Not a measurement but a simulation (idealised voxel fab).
voxel capacitor over wiring: a process module
The width of the displayed cross-section, cut, is 155 nm; its cells are square, with a size of 5 nm.
Format of a cross-section: grid, square cells. Given as bands. Order: top down. Band: one or more rows of cells.
The entry gives the band's vertical extent as a top height and a bottom height in nm, then its horizontal make-up as materials from left to right, each with a width in nm. "air" stands for empty space; a single material marked "everywhere" fills the band edge to edge.
We count height from 0. Below that, the starting wafer is all one material. The lowest band never ends at the bottom but goes on down; see "0 nm and below" for how that is written.
Quick explanation for "30->40": the width changes in equal steps down the rows of cells, from the first number in the band's top row to the second number in its bottom row.
Given "no change occurred" for a step, no cell of the cross-section differs between before and after that step.
Closed cavities: empty space of 8 cells or more with no open way to the top, each as width x height at its distance from the left edge, in nm
after a step's settings: what the simulator itself notes on the step
The line of a step may include "overlay nm". On a step with a mask, this value is how far to the right of its planned place the mask lay. A negative value means the mask lay to the left.
-- List of planned process steps
| 1 | RECEIVE with material Si |
| 2 | CONFORMAL_DEP with material SiO2, thk nm 15 |
| 3 | DIRECTIONAL_DEP with material TiN, thk nm 5 |
| 4 | DIRECTIONAL_DEP with material Ru, thk nm 15 |
| 5 | MASKED_ETCH with tone cover, mask id METAL_1, width nm 25, pitch nm 85, etch materials Ru, depth nm 15, overlay nm 0 |
| 6 | MASKED_ETCH with tone cover, mask id METAL_1, width nm 25, pitch nm 85, etch materials TiN, depth nm 5, overlay nm 0 |
| 7 | CONFORMAL_DEP with material SiN, thk nm 5 |
| 8 | FILL_DEP with material SiO2, thk nm 5 |
| 9 | CMP with height nm 35 |
| 10 | CONFORMAL_DEP with material SiCN, thk nm 5 |
| 11 | DIRECTIONAL_DEP with material lowk, thk nm 20 |
| 12 | MASKED_ETCH with tone open, mask id PLUG_1, width nm 15, etch materials lowk, depth nm 20, overlay nm 0 |
| 13 | MASKED_ETCH with tone open, mask id PLUG_1, width nm 15, etch materials SiCN, depth nm 5, overlay nm 0 |
| 14 | EPI with material Ru, thk nm 10 |
| 15 | EPI with material Ru, thk nm 10 |
| 16 | EPI with material Ru, thk nm 5 |
| 17 | DIRECTIONAL_DEP with material TiN, thk nm 5 |
| 18 | DIRECTIONAL_DEP with material SiN, thk nm 5 |
| 19 | DIRECTIONAL_DEP with material TiN, thk nm 5 |
| 20 | MASKED_ETCH with tone cover, mask id UPPER_PLATE, width nm 65, etch materials TiN, depth nm 5, overlay nm 0 |
| 21 | MASKED_ETCH with tone cover, mask id UPPER_PLATE, width nm 65, etch materials SiN, depth nm 5, overlay nm 0 |
| 22 | PATTERN with tone cover, mask id LOWER_PLATE, material resist, width nm 75, thk nm 20, overlay nm 0 |
| 23 | DIRECTIONAL_ETCH with etch materials TiN, depth nm 5 |
| 24 | STRIP with etch materials resist |
| 25 | FILL_DEP with material SiO2, thk nm 20 |
| 26 | CMP with height nm 90 |
| 27 | PATTERN with tone open, mask id PLUG_2, material resist, width nm 15, thk nm 20, overlay nm 0 |
| 28 | DIRECTIONAL_ETCH with etch materials SiO2, depth nm 15 |
| 29 | STRIP with etch materials resist |
| 30 | CONFORMAL_DEP with material TiN, thk nm 5 |
| 31 | FILL_DEP with material W, thk nm 10 |
| 32 | CMP with height nm 90 |
| 33 | CONFORMAL_DEP with material SiN, thk nm 5 |
-- First of two wafers: run as planned
-- The cross-section here shows the wafer as received, i.e. in its state after step 1
    0 nm and below = Si everywhere
    Closed cavities: none
-- You're looking at a cross-section of the wafer after step 2
    15 nm to 0 nm = SiO2 everywhere
    At heights below 0, the structure remains unaltered.
-- You're looking at a cross-section of the wafer after step 3
    20 nm to 15 nm = TiN everywhere
    At heights below 15, the structure remains unaltered.
-- You're looking at a cross-section of the wafer after step 4
    35 nm to 20 nm = Ru everywhere
    At heights below 20, the structure remains unaltered.
-- You're looking at a cross-section of the wafer after step 5
    35 nm to 20 nm = 20 of air / 25 of Ru / 60 of air / 25 of Ru / 25 of air
    At heights below 20, the structure remains unaltered.
-- You're looking at a cross-section of the wafer after step 6
    35 nm to 20 nm = 20 of air / 25 of Ru / 60 of air / 25 of Ru / 25 of air
    20 nm to 15 nm = 20 of air / 25 of TiN / 60 of air / 25 of TiN / 25 of air
    At heights below 15, the structure remains unaltered.
-- You're looking at a cross-section of the wafer after step 7
    40 nm to 35 nm = 15 of air / 35 of SiN / 50 of air / 35 of SiN / 20 of air
    35 nm to 20 nm = 15 of air / 5 of SiN / 25 of Ru / 5 of SiN / 50 of air / 5 of SiN / 25 of Ru / 5 of SiN / 20 of air
    20 nm to 15 nm = 20 of SiN / 25 of TiN / 60 of SiN / 25 of TiN / 25 of SiN
    At heights below 15, the structure remains unaltered.
-- You're looking at a cross-section of the wafer after step 8
    45 nm to 40 nm = SiO2 everywhere
    40 nm to 35 nm = 15 of SiO2 / 35 of SiN / 50 of SiO2 / 35 of SiN / 20 of SiO2
    35 nm to 20 nm = 15 of SiO2 / 5 of SiN / 25 of Ru / 5 of SiN / 50 of SiO2 / 5 of SiN / 25 of Ru / 5 of SiN / 20 of SiO2
    At heights below 20, the structure remains unaltered.
-- You're looking at a cross-section of the wafer after step 9
    35 nm to 20 nm = 15 of SiO2 / 5 of SiN / 25 of Ru / 5 of SiN / 50 of SiO2 / 5 of SiN / 25 of Ru / 5 of SiN / 20 of SiO2
    At heights below 20, the structure remains unaltered.
-- You're looking at a cross-section of the wafer after step 10
    40 nm to 35 nm = SiCN everywhere
    At heights below 35, the structure remains unaltered.
-- You're looking at a cross-section of the wafer after step 11
    60 nm to 40 nm = lowk everywhere
    At heights below 40, the structure remains unaltered.
-- You're looking at a cross-section of the wafer after step 12
    60 nm to 40 nm = 30 of lowk / 15 of air / 110 of lowk
    At heights below 40, the structure remains unaltered.
-- You're looking at a cross-section of the wafer after step 13
    60 nm to 40 nm = 30 of lowk / 15 of air / 110 of lowk
    40 nm to 35 nm = 30 of SiCN / 15 of air / 110 of SiCN
    At heights below 35, the structure remains unaltered.
-- You're looking at a cross-section of the wafer after step 14
    60 nm to 45 nm = 30 of lowk / 15 of air / 110 of lowk
    45 nm to 40 nm = 30 of lowk / 15 of Ru / 110 of lowk
    40 nm to 35 nm = 30 of SiCN / 15 of Ru / 110 of SiCN
    At heights below 35, the structure remains unaltered.
-- You're looking at a cross-section of the wafer after step 15
    60 nm to 55 nm = 30 of lowk / 15 of air / 110 of lowk
    55 nm to 40 nm = 30 of lowk / 15 of Ru / 110 of lowk
    At heights below 40, the structure remains unaltered.
-- You're looking at a cross-section of the wafer after step 16
    60 nm to 40 nm = 30 of lowk / 15 of Ru / 110 of lowk
    At heights below 40, the structure remains unaltered.
-- You're looking at a cross-section of the wafer after step 17
    65 nm to 60 nm = TiN everywhere
    At heights below 60, the structure remains unaltered.
-- You're looking at a cross-section of the wafer after step 18
    70 nm to 65 nm = SiN everywhere
    At heights below 65, the structure remains unaltered.
-- You're looking at a cross-section of the wafer after step 19
    75 nm to 70 nm = TiN everywhere
    At heights below 70, the structure remains unaltered.
-- You're looking at a cross-section of the wafer after step 20
    75 nm to 70 nm = 30 of air / 65 of TiN / 60 of air
    At heights below 70, the structure remains unaltered.
-- You're looking at a cross-section of the wafer after step 21
    75 nm to 70 nm = 30 of air / 65 of TiN / 60 of air
    70 nm to 65 nm = 30 of air / 65 of SiN / 60 of air
    At heights below 65, the structure remains unaltered.
-- You're looking at a cross-section of the wafer after step 22
    95 nm to 75 nm = 25 of air / 75 of resist / 55 of air
    75 nm to 70 nm = 25 of air / 5 of resist / 65 of TiN / 5 of resist / 55 of air
    70 nm to 65 nm = 25 of air / 5 of resist / 65 of SiN / 5 of resist / 55 of air
    At heights below 65, the structure remains unaltered.
-- You're looking at a cross-section of the wafer after step 23
    95 nm to 75 nm = 25 of air / 75 of resist / 55 of air
    75 nm to 70 nm = 25 of air / 5 of resist / 65 of TiN / 5 of resist / 55 of air
    70 nm to 65 nm = 25 of air / 5 of resist / 65 of SiN / 5 of resist / 55 of air
    65 nm to 60 nm = 25 of air / 75 of TiN / 55 of air
    At heights below 60, the structure remains unaltered.
-- You're looking at a cross-section of the wafer after step 24
    75 nm to 70 nm = 30 of air / 65 of TiN / 60 of air
    70 nm to 65 nm = 30 of air / 65 of SiN / 60 of air
    At heights below 65, the structure remains unaltered.
-- You're looking at a cross-section of the wafer after step 25
    95 nm to 75 nm = SiO2 everywhere
    75 nm to 70 nm = 30 of SiO2 / 65 of TiN / 60 of SiO2
    70 nm to 65 nm = 30 of SiO2 / 65 of SiN / 60 of SiO2
    65 nm to 60 nm = 25 of SiO2 / 75 of TiN / 55 of SiO2
    At heights below 60, the structure remains unaltered.
-- You're looking at a cross-section of the wafer after step 26
    90 nm to 75 nm = SiO2 everywhere
    At heights below 75, the structure remains unaltered.
-- You're looking at a cross-section of the wafer after step 27
    110 nm to 90 nm = 40 of resist / 15 of air / 100 of resist
    At heights below 90, the structure remains unaltered.
-- You're looking at a cross-section of the wafer after step 28
    110 nm to 90 nm = 40 of resist / 15 of air / 100 of resist
    90 nm to 75 nm = 40 of SiO2 / 15 of air / 100 of SiO2
    At heights below 75, the structure remains unaltered.
-- You're looking at a cross-section of the wafer after step 29
    90 nm to 75 nm = 40 of SiO2 / 15 of air / 100 of SiO2
    At heights below 75, the structure remains unaltered.
-- You're looking at a cross-section of the wafer after step 30
    95 nm to 90 nm = 45 of TiN / 5 of air / 105 of TiN
    90 nm to 80 nm = 40 of SiO2 / 5 of TiN / 5 of air / 5 of TiN / 100 of SiO2
    80 nm to 70 nm = 40->30 of SiO2 / 15->65 of TiN / 100->60 of SiO2
    At heights below 70, the structure remains unaltered.
-- You're looking at a cross-section of the wafer after step 31
    105 nm to 95 nm = W everywhere
    95 nm to 90 nm = 45 of TiN / 5 of W / 105 of TiN
    90 nm to 80 nm = 40 of SiO2 / 5 of TiN / 5 of W / 5 of TiN / 100 of SiO2
    At heights below 80, the structure remains unaltered.
-- You're looking at a cross-section of the wafer after step 32
    90 nm to 80 nm = 40 of SiO2 / 5 of TiN / 5 of W / 5 of TiN / 100 of SiO2
    At heights below 80, the structure remains unaltered.
-- You're looking at a cross-section of the wafer after step 33
    95 nm to 90 nm = SiN everywhere
    At heights below 90, the structure remains unaltered.
-- The remaining wafer, second of the two, started like the first and was run to the same plan, except that one mistake was made along the way; the two coincide through step 1, inclusive
-- Cross-section, second wafer, at the end time the plan gives for step 2
    30 nm to 0 nm = SiO2 everywhere
    At heights below 0, the structure remains unaltered.
-- Cross-section, second wafer, at the end time the plan gives for step 3
    35 nm to 30 nm = TiN everywhere
    At heights below 30, the structure remains unaltered.
-- Cross-section, second wafer, at the end time the plan gives for step 4
    50 nm to 35 nm = Ru everywhere
    At heights below 35, the structure remains unaltered.
-- Cross-section, second wafer, at the end time the plan gives for step 5
    50 nm to 35 nm = 20 of air / 25 of Ru / 60 of air / 25 of Ru / 25 of air
    At heights below 35, the structure remains unaltered.
-- Cross-section, second wafer, at the end time the plan gives for step 6
    50 nm to 35 nm = 20 of air / 25 of Ru / 60 of air / 25 of Ru / 25 of air
    35 nm to 30 nm = 20 of air / 25 of TiN / 60 of air / 25 of TiN / 25 of air
    At heights below 30, the structure remains unaltered.
-- Cross-section, second wafer, at the end time the plan gives for step 7
    55 nm to 50 nm = 15 of air / 35 of SiN / 50 of air / 35 of SiN / 20 of air
    50 nm to 35 nm = 15 of air / 5 of SiN / 25 of Ru / 5 of SiN / 50 of air / 5 of SiN / 25 of Ru / 5 of SiN / 20 of air
    35 nm to 30 nm = 20 of SiN / 25 of TiN / 60 of SiN / 25 of TiN / 25 of SiN
    At heights below 30, the structure remains unaltered.
-- Cross-section, second wafer, at the end time the plan gives for step 8
    60 nm to 55 nm = SiO2 everywhere
    55 nm to 50 nm = 15 of SiO2 / 35 of SiN / 50 of SiO2 / 35 of SiN / 20 of SiO2
    50 nm to 35 nm = 15 of SiO2 / 5 of SiN / 25 of Ru / 5 of SiN / 50 of SiO2 / 5 of SiN / 25 of Ru / 5 of SiN / 20 of SiO2
    At heights below 35, the structure remains unaltered.
-- Cross-section, second wafer, at the end time the plan gives for step 9
    35 nm to 30 nm = 20 of SiN / 25 of TiN / 60 of SiN / 25 of TiN / 25 of SiN
    At heights below 30, the structure remains unaltered.
-- Cross-section, second wafer, at the end time the plan gives for step 10
    40 nm to 35 nm = SiCN everywhere
    At heights below 35, the structure remains unaltered.
-- Cross-section, second wafer, at the end time the plan gives for step 11
    60 nm to 40 nm = lowk everywhere
    At heights below 40, the structure remains unaltered.
-- Cross-section, second wafer, at the end time the plan gives for step 12
    60 nm to 40 nm = 30 of lowk / 15 of air / 110 of lowk
    At heights below 40, the structure remains unaltered.
-- Cross-section, second wafer, at the end time the plan gives for step 13
    60 nm to 40 nm = 30 of lowk / 15 of air / 110 of lowk
    40 nm to 35 nm = 30 of SiCN / 15 of air / 110 of SiCN
    At heights below 35, the structure remains unaltered.
-- Cross-section, second wafer, at the end time the plan gives for step 14
    60 nm to 45 nm = 30 of lowk / 15 of air / 110 of lowk
    45 nm to 40 nm = 30 of lowk / 15 of Ru / 110 of lowk
    40 nm to 35 nm = 30 of SiCN / 15 of Ru / 110 of SiCN
    At heights below 35, the structure remains unaltered.
-- Cross-section, second wafer, at the end time the plan gives for step 15
    60 nm to 55 nm = 30 of lowk / 15 of air / 110 of lowk
    55 nm to 40 nm = 30 of lowk / 15 of Ru / 110 of lowk
    At heights below 40, the structure remains unaltered.
-- Cross-section, second wafer, at the end time the plan gives for step 16
    60 nm to 40 nm = 30 of lowk / 15 of Ru / 110 of lowk
    At heights below 40, the structure remains unaltered.
-- Cross-section, second wafer, at the end time the plan gives for step 17
    65 nm to 60 nm = TiN everywhere
    At heights below 60, the structure remains unaltered.
-- Cross-section, second wafer, at the end time the plan gives for step 18
    70 nm to 65 nm = SiN everywhere
    At heights below 65, the structure remains unaltered.
-- Cross-section, second wafer, at the end time the plan gives for step 19
    75 nm to 70 nm = TiN everywhere
    At heights below 70, the structure remains unaltered.
-- Cross-section, second wafer, at the end time the plan gives for step 20
    75 nm to 70 nm = 30 of air / 65 of TiN / 60 of air
    At heights below 70, the structure remains unaltered.
-- Cross-section, second wafer, at the end time the plan gives for step 21
    75 nm to 70 nm = 30 of air / 65 of TiN / 60 of air
    70 nm to 65 nm = 30 of air / 65 of SiN / 60 of air
    At heights below 65, the structure remains unaltered.
-- Cross-section, second wafer, at the end time the plan gives for step 22
    95 nm to 75 nm = 25 of air / 75 of resist / 55 of air
    75 nm to 70 nm = 25 of air / 5 of resist / 65 of TiN / 5 of resist / 55 of air
    70 nm to 65 nm = 25 of air / 5 of resist / 65 of SiN / 5 of resist / 55 of air
    At heights below 65, the structure remains unaltered.
-- Cross-section, second wafer, at the end time the plan gives for step 23
    95 nm to 75 nm = 25 of air / 75 of resist / 55 of air
    75 nm to 70 nm = 25 of air / 5 of resist / 65 of TiN / 5 of resist / 55 of air
    70 nm to 65 nm = 25 of air / 5 of resist / 65 of SiN / 5 of resist / 55 of air
    65 nm to 60 nm = 25 of air / 75 of TiN / 55 of air
    At heights below 60, the structure remains unaltered.
-- Cross-section, second wafer, at the end time the plan gives for step 24
    75 nm to 70 nm = 30 of air / 65 of TiN / 60 of air
    70 nm to 65 nm = 30 of air / 65 of SiN / 60 of air
    At heights below 65, the structure remains unaltered.
-- Cross-section, second wafer, at the end time the plan gives for step 25
    95 nm to 75 nm = SiO2 everywhere
    75 nm to 70 nm = 30 of SiO2 / 65 of TiN / 60 of SiO2
    70 nm to 65 nm = 30 of SiO2 / 65 of SiN / 60 of SiO2
    65 nm to 60 nm = 25 of SiO2 / 75 of TiN / 55 of SiO2
    At heights below 60, the structure remains unaltered.
-- Cross-section, second wafer, at the end time the plan gives for step 26
    90 nm to 75 nm = SiO2 everywhere
    At heights below 75, the structure remains unaltered.
-- Cross-section, second wafer, at the end time the plan gives for step 27
    110 nm to 90 nm = 40 of resist / 15 of air / 100 of resist
    At heights below 90, the structure remains unaltered.
-- Cross-section, second wafer, at the end time the plan gives for step 28
    110 nm to 90 nm = 40 of resist / 15 of air / 100 of resist
    90 nm to 75 nm = 40 of SiO2 / 15 of air / 100 of SiO2
    At heights below 75, the structure remains unaltered.
-- Cross-section, second wafer, at the end time the plan gives for step 29
    90 nm to 75 nm = 40 of SiO2 / 15 of air / 100 of SiO2
    At heights below 75, the structure remains unaltered.
-- Cross-section, second wafer, at the end time the plan gives for step 30
    95 nm to 90 nm = 45 of TiN / 5 of air / 105 of TiN
    90 nm to 80 nm = 40 of SiO2 / 5 of TiN / 5 of air / 5 of TiN / 100 of SiO2
    80 nm to 70 nm = 40->30 of SiO2 / 15->65 of TiN / 100->60 of SiO2
    At heights below 70, the structure remains unaltered.
-- Cross-section, second wafer, at the end time the plan gives for step 31
    105 nm to 95 nm = W everywhere
    95 nm to 90 nm = 45 of TiN / 5 of W / 105 of TiN
    90 nm to 80 nm = 40 of SiO2 / 5 of TiN / 5 of W / 5 of TiN / 100 of SiO2
    At heights below 80, the structure remains unaltered.
-- Cross-section, second wafer, at the end time the plan gives for step 32
    90 nm to 80 nm = 40 of SiO2 / 5 of TiN / 5 of W / 5 of TiN / 100 of SiO2
    At heights below 80, the structure remains unaltered.
-- Cross-section, second wafer, at the end time the plan gives for step 33
    95 nm to 90 nm = SiN everywhere
    At heights below 90, the structure remains unaltered.
Heads up, the wafer didn't run the way we planned it: step 2 of the plan was twice carried out
Looking at both finished wafers in cells, the second ends up ahead of or behind the first on some materials: Ru -30 | SiN -12 | SiO2 +42
